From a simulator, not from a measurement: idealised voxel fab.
Documented hereafter: the process module known as voxel capacitor over wiring.
In the cross-section labelled cut, the width is 300 nm and each square cell is 5 nm.
A cross-section is written here as square cells arranged in a grid, and it is given in bands from the top down, each band taking up one or more rows of cells.
Quick guide to a band line: top height, bottom height (nm) up front; then every material left to right with its width in nm. Only one material and it's marked "throughout"? Then it fills the band edge to edge. And "blank" just means empty space.
Below 0: as-received wafer, all one material; heights counted from there. Lowest band: no bottom, goes on down, written "z 0 and below".
Think of "30..40" as a width that walks from the first number to the second as you go down the band, top row to bottom row, taking equal-sized steps from row to row.
When a step is marked "nothing changed", none of the cells in the cross-section changed during that step.
Each empty space that has no open way to the top and spans at least 8 cells appears under "Unvented voids" as width x height at distance, the distance counted from the left edge, all in nm.
Where a step's line continues beyond its settings, the continuation is a remark by the simulator itself on that step.
The "overlay nm" setting may appear on a step's line; for a step that uses a mask, it gives how far to the right of its planned position the mask lay, and a negative value indicates the left.
The following list gives the planned process steps:
- 1: RECEIVE,material Si
- 2: CONFORMAL_DEP,material SiO2,thk nm 15
- 3: DIRECTIONAL_DEP,material TiN,thk nm 5
- 4: DIRECTIONAL_DEP,material W,thk nm 20
- 5: PATTERN,tone cover,mask id METAL_1,material resist,width nm 25,pitch nm 75,thk nm 20,overlay nm 0
- 6: DIRECTIONAL_ETCH,etch materials W,depth nm 20
- 7: DIRECTIONAL_ETCH,etch materials TiN,depth nm 5
- 8: STRIP,etch materials resist
- 9: CONFORMAL_DEP,material SiN,thk nm 5
- 10: FILL_DEP,material lowk,thk nm 10
- 11: CMP,height nm 40
- 12: CONFORMAL_DEP,material SiCN,thk nm 5
- 13: DIRECTIONAL_DEP,material SiO2,thk nm 20
- 14: MASKED_ETCH,tone open,mask id PLUG_1,width nm 15,etch materials SiO2,depth nm 20,overlay nm 0
- 15: MASKED_ETCH,tone open,mask id PLUG_1,width nm 15,etch materials SiCN,depth nm 5,overlay nm 0
- 16: EPI,material Ru,thk nm 10
- 17: EPI,material Ru,thk nm 10
- 18: EPI,material Ru,thk nm 5
- 19: DIRECTIONAL_DEP,material TiN,thk nm 10
- 20: DIRECTIONAL_DEP,material HfO2,thk nm 5
- 21: DIRECTIONAL_DEP,material TiN,thk nm 10
- 22: MASKED_ETCH,tone cover,mask id UPPER_PLATE,width nm 55,etch materials TiN,depth nm 10,overlay nm 0
- 23: MASKED_ETCH,tone cover,mask id UPPER_PLATE,width nm 55,etch materials HfO2,depth nm 5,overlay nm 0
- 24: DIRECTIONAL_DEP,material aC,thk nm 15
- 25: PATTERN,tone cover,mask id LOWER_PLATE,material resist,width nm 65,thk nm 35,overlay nm 0
- 26: DIRECTIONAL_ETCH,etch materials aC,depth nm 15
- 27: STRIP,etch materials resist
- 28: DIRECTIONAL_ETCH,etch materials TiN,depth nm 10
- 29: STRIP,etch materials aC
- 30: FILL_DEP,material SiO2,thk nm 20
- 31: CMP,height nm 105
- 32: DIRECTIONAL_DEP,material aC,thk nm 10
- 33: PATTERN,tone open,mask id PLUG_2,material resist,width nm 15,thk nm 25,overlay nm 0
- 34: DIRECTIONAL_ETCH,etch materials aC,depth nm 10
- 35: STRIP,etch materials resist
- 36: DIRECTIONAL_ETCH,etch materials SiO2,depth nm 15
- 37: STRIP,etch materials aC
- 38: CONFORMAL_DEP,material TiN,thk nm 5
- 39: FILL_DEP,material W,thk nm 5
- 40: CMP,height nm 105
- 41: CONFORMAL_DEP,material SiCN,thk nm 5
Received-state cross-section, reflecting completion of step 1:
	z 0 and below  Si throughout
	Unvented voids: none
First of two wafers at the end of the module, shown in cross-section; run carried out as planned:
	z 110 to 105  SiCN throughout
	z 105 to 95  120 of SiO2  5 of TiN  5 of W  5 of TiN  165 of SiO2
	z 95 to 90  120 of SiO2  15 of TiN  165 of SiO2
	z 90 to 80  110 of SiO2  55 of TiN  135 of SiO2
	z 80 to 75  110 of SiO2  55 of HfO2  135 of SiO2
	z 75 to 65  105 of SiO2  65 of TiN  130 of SiO2
	z 65 to 45  110 of SiO2  15 of Ru  175 of SiO2
	z 45 to 40  110 of SiCN  15 of Ru  175 of SiCN
	z 40 to 20  95 of lowk  5 of SiN  25 of W  5 of SiN  40 of lowk  5 of SiN  25 of W  5 of SiN  95 of lowk
	z 20 to 15  100 of SiN  25 of TiN  50 of SiN  25 of TiN  100 of SiN
	z 15 to 0  SiO2 throughout
	z 0 and below  Si throughout
	Unvented voids: none
Cross-section at end of module for the second wafer of two, which matched the first in starting point and plan and differed by one mistake in its processing:
	z 110 to 105  SiCN throughout
	z 105 to 95  120 of SiO2  5 of TiN  5 of W  5 of TiN  165 of SiO2
	z 95 to 90  120 of SiO2  15 of TiN  165 of SiO2
	z 90 to 80  125 of SiO2  40 of TiN  135 of SiO2
	z 80 to 75  125 of SiO2  40 of HfO2  135 of SiO2
	z 75 to 65  105 of SiO2  5 of TiN  15 of SiO2  45 of TiN  130 of SiO2
	z 65 to 55  110 of SiO2  15 of TiN  175 of SiO2
	z 55 to 50  110 of SiO2  15 of HfO2  175 of SiO2
	z 50 to 45  110 of SiO2  15 of TiN  175 of SiO2
	z 45 to 40  110 of SiCN  15 of TiN  175 of SiCN
	z 40 to 20  100 of W  5 of SiN  15 of lowk  5 of SiN  50 of W  5 of SiN  15 of lowk  5 of SiN  100 of W
	z 20 to 15  100 of TiN  25 of SiN  50 of TiN  25 of SiN  100 of TiN
	z 15 to 0  SiO2 throughout
	z 0 and below  Si throughout
	Unvented voids: none
Nonconformance to the process plan: it should be noted that step 5 was executed with settings other than those planned, the operation and settings actually applied being PATTERN,tone open,mask id METAL_1,material resist,width nm 25,pitch nm 75,thk nm 20,overlay nm 0
Counted in cells at the end, the second wafer holds more or fewer of these materials than the first: 15 fewer of Ru | 40 fewer of SiN | 15 more of SiO2 | 40 more of TiN | 160 more of W | 160 fewer of lowk
